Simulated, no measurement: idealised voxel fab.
This section sets out a process module, namely voxel tone inversion.
FYI the section here is cut, 220 nm wide, cells are 5 nm squares.
Reading order for cross-sections: top band down to bottom band. Underlying form: a grid of square cells. Band size: one or more rows of cells.
Top, bottom (nm), then materials left to right with widths (nm); lone material tagged "full width" fills the whole band edge to edge; "empty" = empty space.
Ref level 0: as-received wafer is one material below here. Bottom band extends down with no lower bound ("0 -> down").
Quick explanation for "30..40": the width changes in equal steps down the rows of cells, from the first number in the band's top row to the second number in its bottom row.
"changes: none" means the step left every cell of the cross-section as it was.
The list in "Voids, fully enclosed" covers empty spaces of 8 cells or more that cannot reach the top through any open way, and it gives each as width x height at distance; the distance is from the left edge, and width, height and distance are in nm.
Whatever follows a step's settings on its line is a remark the simulator itself makes about that step.
The optional step-line setting "overlay nm" applies to steps with a mask and quantifies how far to the right of its planned location the mask lay, a negative value indicating leftward placement.

# Process steps - plan
1) RECEIVE: material Si
2) CONFORMAL_DEP: material SiN, thk nm 10
3) DIRECTIONAL_DEP: material aC, thk nm 15
4) PATTERN: tone cover, mask id POSTS, material resist, width nm 15, pitch nm 45, thk nm 25, overlay nm -15
5) DIRECTIONAL_ETCH: etch materials aC, depth nm 15
6) STRIP: etch materials resist
7) FILL_DEP: material lowk, thk nm 10
8) CMP: height nm 25
9) STRIP: etch materials aC
Wafers differ in overlay nm at step 4; plan lists the first wafer's value; identical starting state.

# Received wafers, first of several: cross-section after step 1
- 0 -> down | Si full width
- Voids, fully enclosed: none

# The figure below presents a cross-section of the first of several wafers at the conclusion of the module, following its last step, step 9
- 25 -> 10 | lowk (20)  empty (15)  lowk (30)  empty (15)  lowk (30)  empty (15)  lowk (30)  empty (15)  lowk (50)
- 10 -> 0 | SiN full width
- 0 -> down | Si full width
- Voids, fully enclosed: none

# The final wafer, sectioned at module end
- 25 -> 10 | lowk (50)  empty (15)  lowk (30)  empty (15)  lowk (30)  empty (15)  lowk (30)  empty (15)  lowk (20)
- 10 -> 0 | SiN full width
- 0 -> down | Si full width
- Voids, fully enclosed: none

# Quick key for the table: a row per wafer, taken at the end of the module. For each material it tells you how many cells the wafer gained (+) or lost (-) since it came in, and the closed voids come after
overlay nm -15, +88 SiN, +96 lowk, Voids, fully enclosed: none
overlay nm -10, +88 SiN, +96 lowk, Voids, fully enclosed: none
overlay nm -5, +88 SiN, +96 lowk, Voids, fully enclosed: none
overlay nm 0, +88 SiN, +96 lowk, Voids, fully enclosed: none
overlay nm 5, +88 SiN, +96 lowk, Voids, fully enclosed: none
overlay nm 10, +88 SiN, +96 lowk, Voids, fully enclosed: none
overlay nm 15, +88 SiN, +96 lowk, Voids, fully enclosed: none
